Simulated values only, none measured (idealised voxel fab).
The name of this process module is voxel tone inversion.
145 nm wide, 5 nm square cells: that's cross-section cut.
Cross-section spec: square-cell grid; bands listed top down; each band is one or more rows.
Basically the band line says how high the top is and how high the bottom is, in nm, and then what's in it from left to right, every material with its width in nm. Empty space shows up as "blank", and if a single material carries "everywhere" it runs the full band edge to edge.
The level at which height equals 0 is the one under which the wafer, as it arrives, is entirely one material. No lower edge exists for the bottom band, which continues downward and is notated as in "z 0 and below".
Width "30->40": first value at the band's top row of cells, second value at its bottom row, equal change from row to row.
"no change" -> step changed no cross-section cell.
Enclosed voids (no open way to top), threshold 8 cells or more, entry "Voids, enclosed", notation width x height at distance, distance from left edge, nm.
Post-settings text on a step line: simulator's own remark regarding the step.
The line of a step may include "overlay nm". On a step with a mask, this value is how far to the right of its planned place the mask lay. A negative value means the mask lay to the left.

Process steps foreseen in the plan:
1) RECEIVE | material Si
2) CONFORMAL_DEP | material SiN | thk nm 5
3) DIRECTIONAL_DEP | material aC | thk nm 25
4) PATTERN | tone cover | mask id POSTS | material resist | width nm 15 | pitch nm 35 | thk nm 30 | overlay nm 0
5) DIRECTIONAL_ETCH | etch materials aC | depth nm 25
6) STRIP | etch materials resist
7) FILL_DEP | material lowk | thk nm 5
8) CMP | height nm 30
9) STRIP | etch materials aC
10) CONFORMAL_DEP | material TiN | thk nm 5
11) FILL_DEP | material W | thk nm 5
12) CMP | height nm 30
13) CONFORMAL_DEP | material SiN | thk nm 5

The following pertains to the first of two wafers, which was processed as planned:

Incoming wafer in cross-section (state: after step 1):
  z 0 and below | Si everywhere
  Voids, enclosed: none

Wafer xsec, post step 2:
  z 5 to 0 | SiN everywhere
  Everything under 0 stays put, no change at all.

Wafer xsec, post step 3:
  z 30 to 5 | aC everywhere
  Everything under 5 stays put, no change at all.

Wafer xsec, post step 4:
  z 60 to 30 | 30 nm blank, then 15 nm resist, then 20 nm blank, then 15 nm resist, then 20 nm blank, then 15 nm resist, then 30 nm blank
  Everything under 30 stays put, no change at all.

Wafer xsec, post step 5:
  z 35 to 30 | 30 nm blank, then 15 nm resist, then 20 nm blank, then 15 nm resist, then 20 nm blank, then 15 nm resist, then 30 nm blank
  z 30 to 5 | 30 nm blank, then 15 nm aC, then 20 nm blank, then 15 nm aC, then 20 nm blank, then 15 nm aC, then 30 nm blank
  Everything under 5 stays put, no change at all.

Wafer xsec, post step 6:
  z 30 to 5 | 30 nm blank, then 15 nm aC, then 20 nm blank, then 15 nm aC, then 20 nm blank, then 15 nm aC, then 30 nm blank
  Everything under 5 stays put, no change at all.

Wafer xsec, post step 7:
  z 35 to 30 | lowk everywhere
  z 30 to 5 | 30 nm lowk, then 15 nm aC, then 20 nm lowk, then 15 nm aC, then 20 nm lowk, then 15 nm aC, then 30 nm lowk
  Everything under 5 stays put, no change at all.

Wafer xsec, post step 8:
  z 30 to 5 | 30 nm lowk, then 15 nm aC, then 20 nm lowk, then 15 nm aC, then 20 nm lowk, then 15 nm aC, then 30 nm lowk
  Everything under 5 stays put, no change at all.

Wafer xsec, post step 9:
  z 30 to 5 | 30 nm lowk, then 15 nm blank, then 20 nm lowk, then 15 nm blank, then 20 nm lowk, then 15 nm blank, then 30 nm lowk
  Everything under 5 stays put, no change at all.

Wafer xsec, post step 10:
  z 35 to 30 | 35 nm TiN, then 5 nm blank, then 30 nm TiN, then 5 nm blank, then 30 nm TiN, then 5 nm blank, then 35 nm TiN
  z 30 to 10 | 30 nm lowk, then 5 nm TiN, then 5 nm blank, then 5 nm TiN, then 20 nm lowk, then 5 nm TiN, then 5 nm blank, then 5 nm TiN, then 20 nm lowk, then 5 nm TiN, then 5 nm blank, then 5 nm TiN, then 30 nm lowk
  z 10 to 5 | 30 nm lowk, then 15 nm TiN, then 20 nm lowk, then 15 nm TiN, then 20 nm lowk, then 15 nm TiN, then 30 nm lowk
  Everything under 5 stays put, no change at all.

Wafer xsec, post step 11:
  z 40 to 35 | W everywhere
  z 35 to 30 | 35 nm TiN, then 5 nm W, then 30 nm TiN, then 5 nm W, then 30 nm TiN, then 5 nm W, then 35 nm TiN
  z 30 to 10 | 30 nm lowk, then 5 nm TiN, then 5 nm W, then 5 nm TiN, then 20 nm lowk, then 5 nm TiN, then 5 nm W, then 5 nm TiN, then 20 nm lowk, then 5 nm TiN, then 5 nm W, then 5 nm TiN, then 30 nm lowk
  Everything under 10 stays put, no change at all.

Wafer xsec, post step 12:
  z 30 to 10 | 30 nm lowk, then 5 nm TiN, then 5 nm W, then 5 nm TiN, then 20 nm lowk, then 5 nm TiN, then 5 nm W, then 5 nm TiN, then 20 nm lowk, then 5 nm TiN, then 5 nm W, then 5 nm TiN, then 30 nm lowk
  Everything under 10 stays put, no change at all.

Wafer xsec, post step 13:
  z 35 to 30 | SiN everywhere
  Everything under 30 stays put, no change at all.

The second wafer began exactly as the first did and followed the same plan, but one mistake was made while running it; through step 6 inclusive, the two wafers are identical:

Cross-section, second wafer, at the end time the plan gives for step 7:
  z 40 to 30 | lowk everywhere
  z 30 to 5 | 30 nm lowk, then 15 nm aC, then 20 nm lowk, then 15 nm aC, then 20 nm lowk, then 15 nm aC, then 30 nm lowk
  Everything under 5 stays put, no change at all.

Cross-section, second wafer, at the end time the plan gives for step 8:
  z 30 to 5 | 30 nm lowk, then 15 nm aC, then 20 nm lowk, then 15 nm aC, then 20 nm lowk, then 15 nm aC, then 30 nm lowk
  Everything under 5 stays put, no change at all.

Cross-section, second wafer, at the end time the plan gives for step 9:
  z 30 to 5 | 30 nm lowk, then 15 nm blank, then 20 nm lowk, then 15 nm blank, then 20 nm lowk, then 15 nm blank, then 30 nm lowk
  Everything under 5 stays put, no change at all.

Cross-section, second wafer, at the end time the plan gives for step 10:
  z 35 to 30 | 35 nm TiN, then 5 nm blank, then 30 nm TiN, then 5 nm blank, then 30 nm TiN, then 5 nm blank, then 35 nm TiN
  z 30 to 10 | 30 nm lowk, then 5 nm TiN, then 5 nm blank, then 5 nm TiN, then 20 nm lowk, then 5 nm TiN, then 5 nm blank, then 5 nm TiN, then 20 nm lowk, then 5 nm TiN, then 5 nm blank, then 5 nm TiN, then 30 nm lowk
  z 10 to 5 | 30 nm lowk, then 15 nm TiN, then 20 nm lowk, then 15 nm TiN, then 20 nm lowk, then 15 nm TiN, then 30 nm lowk
  Everything under 5 stays put, no change at all.

Cross-section, second wafer, at the end time the plan gives for step 11:
  z 40 to 35 | W everywhere
  z 35 to 30 | 35 nm TiN, then 5 nm W, then 30 nm TiN, then 5 nm W, then 30 nm TiN, then 5 nm W, then 35 nm TiN
  z 30 to 10 | 30 nm lowk, then 5 nm TiN, then 5 nm W, then 5 nm TiN, then 20 nm lowk, then 5 nm TiN, then 5 nm W, then 5 nm TiN, then 20 nm lowk, then 5 nm TiN, then 5 nm W, then 5 nm TiN, then 30 nm lowk
  Everything under 10 stays put, no change at all.

Cross-section, second wafer, at the end time the plan gives for step 12:
  z 30 to 10 | 30 nm lowk, then 5 nm TiN, then 5 nm W, then 5 nm TiN, then 20 nm lowk, then 5 nm TiN, then 5 nm W, then 5 nm TiN, then 20 nm lowk, then 5 nm TiN, then 5 nm W, then 5 nm TiN, then 30 nm lowk
  Everything under 10 stays put, no change at all.

Cross-section, second wafer, at the end time the plan gives for step 13:
  z 35 to 30 | SiN everywhere
  Everything under 30 stays put, no change at all.
What broke from the plan during processing? step 7 of the plan was carried out twice
It should be noted that the final cross-sections of the two wafers coincide, and the mistake therefore has no effect on the output of this model.
